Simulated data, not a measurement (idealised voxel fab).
Title: Process Module voxel transistor to metal
285 nm wide, 5 nm square cells: that's cross-section cut.
Cross-section spec: square-cell grid; bands listed top down; each band is one or more rows.
For a band, the entry starts with two heights in nm, that of the top and then that of the bottom, and carries on with the band's materials in order from left to right, each alongside its width in nm; the word "throughout" beside a single material means it fills the band edge to edge, and "air" means empty space.
Convention: height 0 is the level below which the wafer, as received, is all one material. The lowest band does not terminate at the bottom but continues downward, represented as "z 0 and below".
With a width like "30..40", each row of cells in the band differs from the next by the same amount, the top row carrying the first number and the bottom row the second.
Step marked "everything unchanged"? Then no cell in the cross-section changed in it.
Entry "Sealed internal cavities". Content: empty spaces with no open connection to the top, size 8 cells or greater. Each: width x height at distance. Distance: from left edge. Unit: nm.
Read whatever lies past the settings on a step's line as the simulator's own remark about the step.
"overlay nm" answers the question of how far to the right of plan the mask lay on a step that has a mask, and when it is negative the answer is to the left.
Each of the pairs that make up the rest of this document says: here is the cross-section before one process step, here is the cross-section after it, drawn only down to the lowest band that changed, and here, under the pair, is the step lying between them with its settings. Different pairs may come from different runs of this module on the same starting wafer, so a pair continues from the pair above it only where its entry headed "Prior to step" says so.

PRIOR TO STEP
    z 40 to 30  air 65 nm, then SiCN 20 nm, then air 115 nm, then SiCN 20 nm, then air 65 nm
    z 30 to 5  air 65 nm, then polySi 20 nm, then air 115 nm, then polySi 20 nm, then air 65 nm
    z 5 to 0  SiO2 10 nm, then air 55 nm, then polySi 20 nm, then air 55 nm, then SiO2 5 nm, then air 55 nm, then polySi 20 nm, then air 55 nm, then SiO2 10 nm
    z 0 to -5  SiO2 10 nm, then air 10 nm, then SiO2 110 nm, then air 10 nm, then SiO2 5 nm, then air 10 nm, then SiO2 110 nm, then air 10 nm, then SiO2 10 nm
    z -5 to -10  SiO2 25 nm, then Si 100 nm, then SiO2 35 nm, then Si 100 nm, then SiO2 25 nm
    z -10 to -25  SiO2 20 nm, then Si 110 nm, then SiO2 25 nm, then Si 110 nm, then SiO2 20 nm
    z -25 and below  Si throughout
    Sealed internal cavities: none

POST-STEP CROSS-SECTION
    z 45 to 40  air 60 nm, then SiO2 30 nm, then air 105 nm, then SiO2 30 nm, then air 60 nm
    z 40 to 30  air 60 nm, then SiO2 5 nm, then SiCN 20 nm, then SiO2 5 nm, then air 105 nm, then SiO2 5 nm, then SiCN 20 nm, then SiO2 5 nm, then air 60 nm
    z 30 to 10  air 60 nm, then SiO2 5 nm, then polySi 20 nm, then SiO2 5 nm, then air 105 nm, then SiO2 5 nm, then polySi 20 nm, then SiO2 5 nm, then air 60 nm
    z 10 to 5  SiO2 15 nm, then air 45 nm, then SiO2 5 nm, then polySi 20 nm, then SiO2 5 nm, then air 45 nm, then SiO2 15 nm, then air 45 nm, then SiO2 5 nm, then polySi 20 nm, then SiO2 5 nm, then air 45 nm, then SiO2 15 nm
    z 5 to 0  SiO2 65 nm, then polySi 20 nm, then SiO2 115 nm, then polySi 20 nm, then SiO2 65 nm
    z 0 to -5  SiO2 throughout
    Below -5 it's all the same as before, nothing changed down there.
    Sealed internal cavities: none
The before and after cross-sections above are linked by CONFORMAL_DEP with material SiO2, thk nm 5

Prior to step: The structure entering this step is exactly what the pair just above shows after its step.

POST-STEP CROSS-SECTION
    z 40 to 30  air 60 nm, then SiO2 5 nm, then SiCN 20 nm, then SiO2 5 nm, then air 105 nm, then SiO2 5 nm, then SiCN 20 nm, then SiO2 5 nm, then air 60 nm
    z 30 to 5  air 60 nm, then SiO2 5 nm, then polySi 20 nm, then SiO2 5 nm, then air 105 nm, then SiO2 5 nm, then polySi 20 nm, then SiO2 5 nm, then air 60 nm
    z 5 to 0  SiO2 15 nm, then air 45 nm, then SiO2 5 nm, then polySi 20 nm, then SiO2 5 nm, then air 45 nm, then SiO2 15 nm, then air 45 nm, then SiO2 5 nm, then polySi 20 nm, then SiO2 5 nm, then air 45 nm, then SiO2 15 nm
    Below 0 it's all the same as before, nothing changed down there.
    Sealed internal cavities: none
The before and after cross-sections above are linked by DIRECTIONAL_ETCH with etch materials SiO2, depth nm 5

Prior to step: The structure entering this step is exactly what the pair just above shows after its step.

POST-STEP CROSS-SECTION
    z 50 to 40  air 50 nm, then SiN 50 nm, then air 85 nm, then SiN 50 nm, then air 50 nm
    z 40 to 30  air 50 nm, then SiN 10 nm, then SiO2 5 nm, then SiCN 20 nm, then SiO2 5 nm, then SiN 10 nm, then air 85 nm, then SiN 10 nm, then SiO2 5 nm, then SiCN 20 nm, then SiO2 5 nm, then SiN 10 nm, then air 50 nm
    z 30 to 15  air 50 nm, then SiN 10 nm, then SiO2 5 nm, then polySi 20 nm, then SiO2 5 nm, then SiN 10 nm, then air 85 nm, then SiN 10 nm, then SiO2 5 nm, then polySi 20 nm, then SiO2 5 nm, then SiN 10 nm, then air 50 nm
    z 15 to 10  SiN 25 nm, then air 25 nm, then SiN 10 nm, then SiO2 5 nm, then polySi 20 nm, then SiO2 5 nm, then SiN 10 nm, then air 25 nm, then SiN 35 nm, then air 25 nm, then SiN 10 nm, then SiO2 5 nm, then polySi 20 nm, then SiO2 5 nm, then SiN 10 nm, then air 25 nm, then SiN 25 nm
    z 10 to 5  SiN 60 nm, then SiO2 5 nm, then polySi 20 nm, then SiO2 5 nm, then SiN 105 nm, then SiO2 5 nm, then polySi 20 nm, then SiO2 5 nm, then SiN 60 nm
    z 5 to 0  SiO2 15 nm, then SiN 45 nm, then SiO2 5 nm, then polySi 20 nm, then SiO2 5 nm, then SiN 45 nm, then SiO2 15 nm, then SiN 45 nm, then SiO2 5 nm, then polySi 20 nm, then SiO2 5 nm, then SiN 45 nm, then SiO2 15 nm
    Below 0 it's all the same as before, nothing changed down there.
    Sealed internal cavities: none
The before and after cross-sections above are linked by CONFORMAL_DEP with material SiN, thk nm 10

Prior to step: The structure entering this step is exactly what the pair just above shows after its step.

POST-STEP CROSS-SECTION
    z 40 to 30  air 50 nm, then SiN 10 nm, then SiO2 5 nm, then SiCN 20 nm, then SiO2 5 nm, then SiN 10 nm, then air 85 nm, then SiN 10 nm, then SiO2 5 nm, then SiCN 20 nm, then SiO2 5 nm, then SiN 10 nm, then air 50 nm
    z 30 to 5  air 50 nm, then SiN 10 nm, then SiO2 5 nm, then polySi 20 nm, then SiO2 5 nm, then SiN 10 nm, then air 85 nm, then SiN 10 nm, then SiO2 5 nm, then polySi 20 nm, then SiO2 5 nm, then SiN 10 nm, then air 50 nm
    z 5 to 0  SiO2 15 nm, then SiN 10 nm, then air 25 nm, then SiN 10 nm, then SiO2 5 nm, then polySi 20 nm, then SiO2 5 nm, then SiN 10 nm, then air 25 nm, then SiN 10 nm, then SiO2 15 nm, then SiN 10 nm, then air 25 nm, then SiN 10 nm, then SiO2 5 nm, then polySi 20 nm, then SiO2 5 nm, then SiN 10 nm, then air 25 nm, then SiN 10 nm, then SiO2 15 nm
    Below 0 it's all the same as before, nothing changed down there.
    Sealed internal cavities: none
The before and after cross-sections above are linked by DIRECTIONAL_ETCH with etch materials SiN, depth nm 10

Prior to step: The structure entering this step is exactly what the pair just above shows after its step.

POST-STEP CROSS-SECTION
    z 40 to 35  air 50 nm, then SiN 10 nm, then air 5 nm, then SiCN 20 nm, then air 5 nm, then SiN 10 nm, then air 85 nm, then SiN 10 nm, then air 5 nm, then SiCN 20 nm, then air 5 nm, then SiN 10 nm, then air 50 nm
    z 35 to 30  air 50 nm, then SiN 10 nm, then SiO2 5 nm, then SiCN 20 nm, then SiO2 5 nm, then SiN 10 nm, then air 85 nm, then SiN 10 nm, then SiO2 5 nm, then SiCN 20 nm, then SiO2 5 nm, then SiN 10 nm, then air 50 nm
    z 30 to 5  air 50 nm, then SiN 10 nm, then SiO2 5 nm, then polySi 20 nm, then SiO2 5 nm, then SiN 10 nm, then air 85 nm, then SiN 10 nm, then SiO2 5 nm, then polySi 20 nm, then SiO2 5 nm, then SiN 10 nm, then air 50 nm
    z 5 to 0  air 15 nm, then SiN 10 nm, then air 25 nm, then SiN 10 nm, then SiO2 5 nm, then polySi 20 nm, then SiO2 5 nm, then SiN 10 nm, then air 25 nm, then SiN 10 nm, then air 15 nm, then SiN 10 nm, then air 25 nm, then SiN 10 nm, then SiO2 5 nm, then polySi 20 nm, then SiO2 5 nm, then SiN 10 nm, then air 25 nm, then SiN 10 nm, then air 15 nm
    z 0 to -5  SiO2 25 nm, then air 25 nm, then SiO2 50 nm, then air 25 nm, then SiO2 35 nm, then air 25 nm, then SiO2 50 nm, then air 25 nm, then SiO2 25 nm
    Below -5 it's all the same as before, nothing changed down there.
    Sealed internal cavities: none
The before and after cross-sections above are linked by DIRECTIONAL_ETCH with etch materials SiO2, depth nm 5

Prior to step: The structure entering this step is exactly what the pair just above shows after its step.

POST-STEP CROSS-SECTION
    z 40 to 35  air 50 nm, then SiN 10 nm, then air 5 nm, then SiCN 20 nm, then air 5 nm, then SiN 10 nm, then air 85 nm, then SiN 10 nm, then air 5 nm, then SiCN 20 nm, then air 5 nm, then SiN 10 nm, then air 50 nm
    z 35 to 30  air 50 nm, then SiN 10 nm, then SiO2 5 nm, then SiCN 20 nm, then SiO2 5 nm, then SiN 10 nm, then air 85 nm, then SiN 10 nm, then SiO2 5 nm, then SiCN 20 nm, then SiO2 5 nm, then SiN 10 nm, then air 50 nm
    z 30 to 5  air 50 nm, then SiN 10 nm, then SiO2 5 nm, then polySi 20 nm, then SiO2 5 nm, then SiN 10 nm, then air 85 nm, then SiN 10 nm, then SiO2 5 nm, then polySi 20 nm, then SiO2 5 nm, then SiN 10 nm, then air 50 nm
    z 5 to 0  air 15 nm, then SiN 10 nm, then air 25 nm, then SiN 10 nm, then SiO2 5 nm, then polySi 20 nm, then SiO2 5 nm, then SiN 10 nm, then air 25 nm, then SiN 10 nm, then air 15 nm, then SiN 10 nm, then air 25 nm, then SiN 10 nm, then SiO2 5 nm, then polySi 20 nm, then SiO2 5 nm, then SiN 10 nm, then air 25 nm, then SiN 10 nm, then air 15 nm
    z 0 to -5  SiO2 25 nm, then SiGe 25 nm, then SiO2 50 nm, then SiGe 25 nm, then SiO2 35 nm, then SiGe 25 nm, then SiO2 50 nm, then SiGe 25 nm, then SiO2 25 nm
    Below -5 it's all the same as before, nothing changed down there.
    Sealed internal cavities: none
The before and after cross-sections above are linked by EPI with material SiGe, thk nm 5

Prior to step: The structure entering this step is exactly what the pair just above shows after its step.

POST-STEP CROSS-SECTION
    z 45 to 40  SiO2 throughout
    z 40 to 30  SiO2 50 nm, then SiN 10 nm, then SiO2 5 nm, then SiCN 20 nm, then SiO2 5 nm, then SiN 10 nm, then SiO2 85 nm, then SiN 10 nm, then SiO2 5 nm, then SiCN 20 nm, then SiO2 5 nm, then SiN 10 nm, then SiO2 50 nm
    z 30 to 5  SiO2 50 nm, then SiN 10 nm, then SiO2 5 nm, then polySi 20 nm, then SiO2 5 nm, then SiN 10 nm, then SiO2 85 nm, then SiN 10 nm, then SiO2 5 nm, then polySi 20 nm, then SiO2 5 nm, then SiN 10 nm, then SiO2 50 nm
    z 5 to 0  SiO2 15 nm, then SiN 10 nm, then SiO2 25 nm, then SiN 10 nm, then SiO2 5 nm, then polySi 20 nm, then SiO2 5 nm, then SiN 10 nm, then SiO2 25 nm, then SiN 10 nm, then SiO2 15 nm, then SiN 10 nm, then SiO2 25 nm, then SiN 10 nm, then SiO2 5 nm, then polySi 20 nm, then SiO2 5 nm, then SiN 10 nm, then SiO2 25 nm, then SiN 10 nm, then SiO2 15 nm
    Below 0 it's all the same as before, nothing changed down there.
    Sealed internal cavities: none
The before and after cross-sections above are linked by FILL_DEP with material SiO2, thk nm 5

Prior to step: The structure entering this step is exactly what the pair just above shows after its step.

POST-STEP CROSS-SECTION
    z 40 to 30  SiO2 50 nm, then SiN 10 nm, then SiO2 5 nm, then SiCN 20 nm, then SiO2 5 nm, then SiN 10 nm, then SiO2 85 nm, then SiN 10 nm, then SiO2 5 nm, then SiCN 20 nm, then SiO2 5 nm, then SiN 10 nm, then SiO2 50 nm
    Below 30 it's all the same as before, nothing changed down there.
    Sealed internal cavities: none
The before and after cross-sections above are linked by CMP with height nm 40

Prior to step: The structure entering this step is exactly what the pair just above shows after its step.

POST-STEP CROSS-SECTION
    z 55 to 40  SiO2 throughout
    Below 40 it's all the same as before, nothing changed down there.
    Sealed internal cavities: none
The before and after cross-sections above are linked by DIRECTIONAL_DEP with material SiO2, thk nm 15

Prior to step: The structure entering this step is exactly what the pair just above shows after its step.

POST-STEP CROSS-SECTION
    z 75 to 55  resist 30 nm, then air 30 nm, then resist 30 nm, then air 30 nm, then resist 45 nm, then air 30 nm, then resist 30 nm, then air 30 nm, then resist 30 nm
    Below 55 it's all the same as before, nothing changed down there.
    Sealed internal cavities: none
The before and after cross-sections above are linked by PATTERN with tone open, mask id CONTACT, material resist, width nm 30, thk nm 20, overlay nm 0

Prior to step: The structure entering this step is exactly what the pair just above shows after its step.

POST-STEP CROSS-SECTION
    z 75 to 55  resist 30 nm, then air 30 nm, then resist 30 nm, then air 30 nm, then resist 45 nm, then air 30 nm, then resist 30 nm, then air 30 nm, then resist 30 nm
    z 55 to 40  SiO2 30 nm, then air 30 nm, then SiO2 30 nm, then air 30 nm, then SiO2 45 nm, then air 30 nm, then SiO2 30 nm, then air 30 nm, then SiO2 30 nm
    z 40 to 30  SiO2 30 nm, then air 20 nm, then SiN 10 nm, then SiO2 5 nm, then SiCN 20 nm, then SiO2 5 nm, then SiN 10 nm, then air 20 nm, then SiO2 45 nm, then air 20 nm, then SiN 10 nm, then SiO2 5 nm, then SiCN 20 nm, then SiO2 5 nm, then SiN 10 nm, then air 20 nm, then SiO2 30 nm
    z 30 to 5  SiO2 30 nm, then air 20 nm, then SiN 10 nm, then SiO2 5 nm, then polySi 20 nm, then SiO2 5 nm, then SiN 10 nm, then air 20 nm, then SiO2 45 nm, then air 20 nm, then SiN 10 nm, then SiO2 5 nm, then polySi 20 nm, then SiO2 5 nm, then SiN 10 nm, then air 20 nm, then SiO2 30 nm
    z 5 to 0  SiO2 15 nm, then SiN 10 nm, then SiO2 5 nm, then air 20 nm, then SiN 10 nm, then SiO2 5 nm, then polySi 20 nm, then SiO2 5 nm, then SiN 10 nm, then air 20 nm, then SiO2 5 nm, then SiN 10 nm, then SiO2 15 nm, then SiN 10 nm, then SiO2 5 nm, then air 20 nm, then SiN 10 nm, then SiO2 5 nm, then polySi 20 nm, then SiO2 5 nm, then SiN 10 nm, then air 20 nm, then SiO2 5 nm, then SiN 10 nm, then SiO2 15 nm
    Below 0 it's all the same as before, nothing changed down there.
    Sealed internal cavities: none
The before and after cross-sections above are linked by DIRECTIONAL_ETCH with etch materials SiO2, depth nm 55

Prior to step: The structure entering this step is exactly what the pair just above shows after its step.

POST-STEP CROSS-SECTION
    z 55 to 40  SiO2 30 nm, then air 30 nm, then SiO2 30 nm, then air 30 nm, then SiO2 45 nm, then air 30 nm, then SiO2 30 nm, then air 30 nm, then SiO2 30 nm
    Below 40 it's all the same as before, nothing changed down there.
    Sealed internal cavities: none
The before and after cross-sections above are linked by STRIP with etch materials resist

Prior to step: The structure entering this step is exactly what the pair just above shows after its step.

POST-STEP CROSS-SECTION
    z 60 to 55  TiN 35 nm, then air 20 nm, then TiN 40 nm, then air 20 nm, then TiN 55 nm, then air 20 nm, then TiN 40 nm, then air 20 nm, then TiN 35 nm
    z 55 to 45  SiO2 30 nm, then TiN 5 nm, then air 20 nm, then TiN 5 nm, then SiO2 30 nm, then TiN 5 nm, then air 20 nm, then TiN 5 nm, then SiO2 45 nm, then TiN 5 nm, then air 20 nm, then TiN 5 nm, then SiO2 30 nm, then TiN 5 nm, then air 20 nm, then TiN 5 nm, then SiO2 30 nm
    z 45 to 40  SiO2 30 nm, then TiN 5 nm, then air 10 nm, then TiN 15 nm, then SiO2 30 nm, then TiN 15 nm, then air 10 nm, then TiN 5 nm, then SiO2 45 nm, then TiN 5 nm, then air 10 nm, then TiN 15 nm, then SiO2 30 nm, then TiN 15 nm, then air 10 nm, then TiN 5 nm, then SiO2 30 nm
    z 40 to 30  SiO2 30 nm, then TiN 5 nm, then air 10 nm, then TiN 5 nm, then SiN 10 nm, then SiO2 5 nm, then SiCN 20 nm, then SiO2 5 nm, then SiN 10 nm, then TiN 5 nm, then air 10 nm, then TiN 5 nm, then SiO2 45 nm, then TiN 5 nm, then air 10 nm, then TiN 5 nm, then SiN 10 nm, then SiO2 5 nm, then SiCN 20 nm, then SiO2 5 nm, then SiN 10 nm, then TiN 5 nm, then air 10 nm, then TiN 5 nm, then SiO2 30 nm
    z 30 to 5  SiO2 30 nm, then TiN 5 nm, then air 10 nm, then TiN 5 nm, then SiN 10 nm, then SiO2 5 nm, then polySi 20 nm, then SiO2 5 nm, then SiN 10 nm, then TiN 5 nm, then air 10 nm, then TiN 5 nm, then SiO2 45 nm, then TiN 5 nm, then air 10 nm, then TiN 5 nm, then SiN 10 nm, then SiO2 5 nm, then polySi 20 nm, then SiO2 5 nm, then SiN 10 nm, then TiN 5 nm, then air 10 nm, then TiN 5 nm, then SiO2 30 nm
    z 5 to 0  SiO2 15 nm, then SiN 10 nm, then SiO2 5 nm, then TiN 20 nm, then SiN 10 nm, then SiO2 5 nm, then polySi 20 nm, then SiO2 5 nm, then SiN 10 nm, then TiN 20 nm, then SiO2 5 nm, then SiN 10 nm, then SiO2 15 nm, then SiN 10 nm, then SiO2 5 nm, then TiN 20 nm, then SiN 10 nm, then SiO2 5 nm, then polySi 20 nm, then SiO2 5 nm, then SiN 10 nm, then TiN 20 nm, then SiO2 5 nm, then SiN 10 nm, then SiO2 15 nm
    Below 0 it's all the same as before, nothing changed down there.
    Sealed internal cavities: none
The before and after cross-sections above are linked by CONFORMAL_DEP with material TiN, thk nm 5

Prior to step: The structure entering this step is exactly what the pair just above shows after its step.

POST-STEP CROSS-SECTION
    z 65 to 60  W throughout
    z 60 to 55  TiN 35 nm, then W 20 nm, then TiN 40 nm, then W 20 nm, then TiN 55 nm, then W 20 nm, then TiN 40 nm, then W 20 nm, then TiN 35 nm
    z 55 to 45  SiO2 30 nm, then TiN 5 nm, then W 20 nm, then TiN 5 nm, then SiO2 30 nm, then TiN 5 nm, then W 20 nm, then TiN 5 nm, then SiO2 45 nm, then TiN 5 nm, then W 20 nm, then TiN 5 nm, then SiO2 30 nm, then TiN 5 nm, then W 20 nm, then TiN 5 nm, then SiO2 30 nm
    z 45 to 40  SiO2 30 nm, then TiN 5 nm, then W 10 nm, then TiN 15 nm, then SiO2 30 nm, then TiN 15 nm, then W 10 nm, then TiN 5 nm, then SiO2 45 nm, then TiN 5 nm, then W 10 nm, then TiN 15 nm, then SiO2 30 nm, then TiN 15 nm, then W 10 nm, then TiN 5 nm, then SiO2 30 nm
    z 40 to 30  SiO2 30 nm, then TiN 5 nm, then W 10 nm, then TiN 5 nm, then SiN 10 nm, then SiO2 5 nm, then SiCN 20 nm, then SiO2 5 nm, then SiN 10 nm, then TiN 5 nm, then W 10 nm, then TiN 5 nm, then SiO2 45 nm, then TiN 5 nm, then W 10 nm, then TiN 5 nm, then SiN 10 nm, then SiO2 5 nm, then SiCN 20 nm, then SiO2 5 nm, then SiN 10 nm, then TiN 5 nm, then W 10 nm, then TiN 5 nm, then SiO2 30 nm
    z 30 to 5  SiO2 30 nm, then TiN 5 nm, then W 10 nm, then TiN 5 nm, then SiN 10 nm, then SiO2 5 nm, then polySi 20 nm, then SiO2 5 nm, then SiN 10 nm, then TiN 5 nm, then W 10 nm, then TiN 5 nm, then SiO2 45 nm, then TiN 5 nm, then W 10 nm, then TiN 5 nm, then SiN 10 nm, then SiO2 5 nm, then polySi 20 nm, then SiO2 5 nm, then SiN 10 nm, then TiN 5 nm, then W 10 nm, then TiN 5 nm, then SiO2 30 nm
    Below 5 it's all the same as before, nothing changed down there.
    Sealed internal cavities: none
The before and after cross-sections above are linked by FILL_DEP with material W, thk nm 5

Prior to step: The structure entering this step is exactly what the pair just above shows after its step.

POST-STEP CROSS-SECTION
    z 55 to 45  SiO2 30 nm, then TiN 5 nm, then W 20 nm, then TiN 5 nm, then SiO2 30 nm, then TiN 5 nm, then W 20 nm, then TiN 5 nm, then SiO2 45 nm, then TiN 5 nm, then W 20 nm, then TiN 5 nm, then SiO2 30 nm, then TiN 5 nm, then W 20 nm, then TiN 5 nm, then SiO2 30 nm
    Below 45 it's all the same as before, nothing changed down there.
    Sealed internal cavities: none
The before and after cross-sections above are linked by CMP with height nm 55

Prior to step: The structure entering this step is exactly what the pair just above shows after its step.

POST-STEP CROSS-SECTION
    z 60 to 55  TiN throughout
    Below 55 it's all the same as before, nothing changed down there.
    Sealed internal cavities: none
The before and after cross-sections above are linked by DIRECTIONAL_DEP with material TiN, thk nm 5

Prior to step: The structure entering this step is exactly what the pair just above shows after its step.

POST-STEP CROSS-SECTION
    z 85 to 60  Ru throughout
    Below 60 it's all the same as before, nothing changed down there.
    Sealed internal cavities: none
The before and after cross-sections above are linked by DIRECTIONAL_DEP with material Ru, thk nm 25

Prior to step: The structure entering this step is exactly what the pair just above shows after its step.

POST-STEP CROSS-SECTION
    z 100 to 85  air 30 nm, then resist 20 nm, then air 50 nm, then resist 20 nm, then air 45 nm, then resist 20 nm, then air 50 nm, then resist 20 nm, then air 30 nm
    Below 85 it's all the same as before, nothing changed down there.
    Sealed internal cavities: none
The before and after cross-sections above are linked by PATTERN with tone cover, mask id METAL_1, material resist, width nm 20, thk nm 15, overlay nm 0

Prior to step: The structure entering this step is exactly what the pair just above shows after its step.

POST-STEP CROSS-SECTION
    z 100 to 85  air 30 nm, then resist 20 nm, then air 50 nm, then resist 20 nm, then air 45 nm, then resist 20 nm, then air 50 nm, then resist 20 nm, then air 30 nm
    z 85 to 60  air 30 nm, then Ru 20 nm, then air 50 nm, then Ru 20 nm, then air 45 nm, then Ru 20 nm, then air 50 nm, then Ru 20 nm, then air 30 nm
    Below 60 it's all the same as before, nothing changed down there.
    Sealed internal cavities: none
The before and after cross-sections above are linked by DIRECTIONAL_ETCH with etch materials Ru, depth nm 25

Prior to step: The structure entering this step is exactly what the pair just above shows after its step.

POST-STEP CROSS-SECTION
    z 100 to 85  air 30 nm, then resist 20 nm, then air 50 nm, then resist 20 nm, then air 45 nm, then resist 20 nm, then air 50 nm, then resist 20 nm, then air 30 nm
    z 85 to 60  air 30 nm, then Ru 20 nm, then air 50 nm, then Ru 20 nm, then air 45 nm, then Ru 20 nm, then air 50 nm, then Ru 20 nm, then air 30 nm
    z 60 to 55  air 30 nm, then TiN 20 nm, then air 50 nm, then TiN 20 nm, then air 45 nm, then TiN 20 nm, then air 50 nm, then TiN 20 nm, then air 30 nm
    Below 55 it's all the same as before, nothing changed down there.
    Sealed internal cavities: none
The before and after cross-sections above are linked by DIRECTIONAL_ETCH with etch materials TiN, depth nm 5

Prior to step: The structure entering this step is exactly what the pair just above shows after its step.

POST-STEP CROSS-SECTION
    z 85 to 60  air 30 nm, then Ru 20 nm, then air 50 nm, then Ru 20 nm, then air 45 nm, then Ru 20 nm, then air 50 nm, then Ru 20 nm, then air 30 nm
    Below 60 it's all the same as before, nothing changed down there.
    Sealed internal cavities: none
The before and after cross-sections above are linked by STRIP with etch materials resist

Prior to step: The structure entering this step is exactly what the pair just above shows after its step.

POST-STEP CROSS-SECTION
    z 90 to 85  SiO2 throughout
    z 85 to 60  SiO2 30 nm, then Ru 20 nm, then SiO2 50 nm, then Ru 20 nm, then SiO2 45 nm, then Ru 20 nm, then SiO2 50 nm, then Ru 20 nm, then SiO2 30 nm
    z 60 to 55  SiO2 30 nm, then TiN 20 nm, then SiO2 50 nm, then TiN 20 nm, then SiO2 45 nm, then TiN 20 nm, then SiO2 50 nm, then TiN 20 nm, then SiO2 30 nm
    Below 55 it's all the same as before, nothing changed down there.
    Sealed internal cavities: none
The before and after cross-sections above are linked by FILL_DEP with material SiO2, thk nm 5

Prior to step: The structure entering this step is exactly what the pair just above shows after its step.

POST-STEP CROSS-SECTION
    z 85 to 60  SiO2 30 nm, then Ru 20 nm, then SiO2 50 nm, then Ru 20 nm, then SiO2 45 nm, then Ru 20 nm, then SiO2 50 nm, then Ru 20 nm, then SiO2 30 nm
    Below 60 it's all the same as before, nothing changed down there.
    Sealed internal cavities: none
The before and after cross-sections above are linked by CMP with height nm 85

Prior to step: The structure entering this step is exactly what the pair just above shows after its step.

POST-STEP CROSS-SECTION
    z 90 to 85  SiCN throughout
    Below 85 it's all the same as before, nothing changed down there.
    Sealed internal cavities: none
The before and after cross-sections above are linked by CONFORMAL_DEP with material SiCN, thk nm 5

PRIOR TO STEP
    z 40 to 30  air 65 nm, then SiCN 20 nm, then air 115 nm, then SiCN 20 nm, then air 65 nm
    z 30 to 5  air 65 nm, then polySi 20 nm, then air 115 nm, then polySi 20 nm, then air 65 nm
    z 5 to 0  SiO2 15 nm, then air 50 nm, then polySi 20 nm, then air 50 nm, then SiO2 15 nm, then air 50 nm, then polySi 20 nm, then air 50 nm, then SiO2 15 nm
    z 0 to -5  SiO2 throughout
    z -5 to -25  SiO2 20 nm, then Si 110 nm, then SiO2 25 nm, then Si 110 nm, then SiO2 20 nm
    z -25 and below  Si throughout
    Sealed internal cavities: none

POST-STEP CROSS-SECTION
    z 55 to 40  air 50 nm, then SiO2 50 nm, then air 85 nm, then SiO2 50 nm, then air 50 nm
    z 40 to 30  air 50 nm, then SiO2 15 nm, then SiCN 20 nm, then SiO2 15 nm, then air 85 nm, then SiO2 15 nm, then SiCN 20 nm, then SiO2 15 nm, then air 50 nm
    z 30 to 20  air 50 nm, then SiO2 15 nm, then polySi 20 nm, then SiO2 15 nm, then air 85 nm, then SiO2 15 nm, then polySi 20 nm, then SiO2 15 nm, then air 50 nm
    z 20 to 15  SiO2 30 nm, then air 20 nm, then SiO2 15 nm, then polySi 20 nm, then SiO2 15 nm, then air 20 nm, then SiO2 45 nm, then air 20 nm, then SiO2 15 nm, then polySi 20 nm, then SiO2 15 nm, then air 20 nm, then SiO2 30 nm
    z 15 to 0  SiO2 65 nm, then polySi 20 nm, then SiO2 115 nm, then polySi 20 nm, then SiO2 65 nm
    Below 0 it's all the same as before, nothing changed down there.
    Sealed internal cavities: none
The before and after cross-sections above are linked by CONFORMAL_DEP with material SiO2, thk nm 15

Prior to step: The structure entering this step is exactly what the pair just above shows after its step.

POST-STEP CROSS-SECTION
    z 50 to 40  air 50 nm, then SiO2 50 nm, then air 85 nm, then SiO2 50 nm, then air 50 nm
    z 40 to 30  air 50 nm, then SiO2 15 nm, then SiCN 20 nm, then SiO2 15 nm, then air 85 nm, then SiO2 15 nm, then SiCN 20 nm, then SiO2 15 nm, then air 50 nm
    z 30 to 15  air 50 nm, then SiO2 15 nm, then polySi 20 nm, then SiO2 15 nm, then air 85 nm, then SiO2 15 nm, then polySi 20 nm, then SiO2 15 nm, then air 50 nm
    z 15 to 10  SiO2 30 nm, then air 20 nm, then SiO2 15 nm, then polySi 20 nm, then SiO2 15 nm, then air 20 nm, then SiO2 45 nm, then air 20 nm, then SiO2 15 nm, then polySi 20 nm, then SiO2 15 nm, then air 20 nm, then SiO2 30 nm
    Below 10 it's all the same as before, nothing changed down there.
    Sealed internal cavities: none
The before and after cross-sections above are linked by DIRECTIONAL_ETCH with etch materials SiO2, depth nm 5

Prior to step: The structure entering this step is exactly what the pair just above shows after its step.

POST-STEP CROSS-SECTION
    z 60 to 50  air 40 nm, then SiN 70 nm, then air 65 nm, then SiN 70 nm, then air 40 nm
    z 50 to 40  air 40 nm, then SiN 10 nm, then SiO2 50 nm, then SiN 10 nm, then air 65 nm, then SiN 10 nm, then SiO2 50 nm, then SiN 10 nm, then air 40 nm
    z 40 to 30  air 40 nm, then SiN 10 nm, then SiO2 15 nm, then SiCN 20 nm, then SiO2 15 nm, then SiN 10 nm, then air 65 nm, then SiN 10 nm, then SiO2 15 nm, then SiCN 20 nm, then SiO2 15 nm, then SiN 10 nm, then air 40 nm
    z 30 to 25  air 40 nm, then SiN 10 nm, then SiO2 15 nm, then polySi 20 nm, then SiO2 15 nm, then SiN 10 nm, then air 65 nm, then SiN 10 nm, then SiO2 15 nm, then polySi 20 nm, then SiO2 15 nm, then SiN 10 nm, then air 40 nm
    z 25 to 15  SiN 50 nm, then SiO2 15 nm, then polySi 20 nm, then SiO2 15 nm, then SiN 85 nm, then SiO2 15 nm, then polySi 20 nm, then SiO2 15 nm, then SiN 50 nm
    z 15 to 10  SiO2 30 nm, then SiN 20 nm, then SiO2 15 nm, then polySi 20 nm, then SiO2 15 nm, then SiN 20 nm, then SiO2 45 nm, then SiN 20 nm, then SiO2 15 nm, then polySi 20 nm, then SiO2 15 nm, then SiN 20 nm, then SiO2 30 nm
    Below 10 it's all the same as before, nothing changed down there.
    Sealed internal cavities: none
The before and after cross-sections above are linked by CONFORMAL_DEP with material SiN, thk nm 10

Prior to step: The structure entering this step is exactly what the pair just above shows after its step.

POST-STEP CROSS-SECTION
    z 50 to 40  air 40 nm, then SiN 10 nm, then SiO2 50 nm, then SiN 10 nm, then air 65 nm, then SiN 10 nm, then SiO2 50 nm, then SiN 10 nm, then air 40 nm
    z 40 to 30  air 40 nm, then SiN 10 nm, then SiO2 15 nm, then SiCN 20 nm, then SiO2 15 nm, then SiN 10 nm, then air 65 nm, then SiN 10 nm, then SiO2 15 nm, then SiCN 20 nm, then SiO2 15 nm, then SiN 10 nm, then air 40 nm
    z 30 to 15  air 40 nm, then SiN 10 nm, then SiO2 15 nm, then polySi 20 nm, then SiO2 15 nm, then SiN 10 nm, then air 65 nm, then SiN 10 nm, then SiO2 15 nm, then polySi 20 nm, then SiO2 15 nm, then SiN 10 nm, then air 40 nm
    Below 15 it's all the same as before, nothing changed down there.
    Sealed internal cavities: none
The before and after cross-sections above are linked by DIRECTIONAL_ETCH with etch materials SiN, depth nm 10
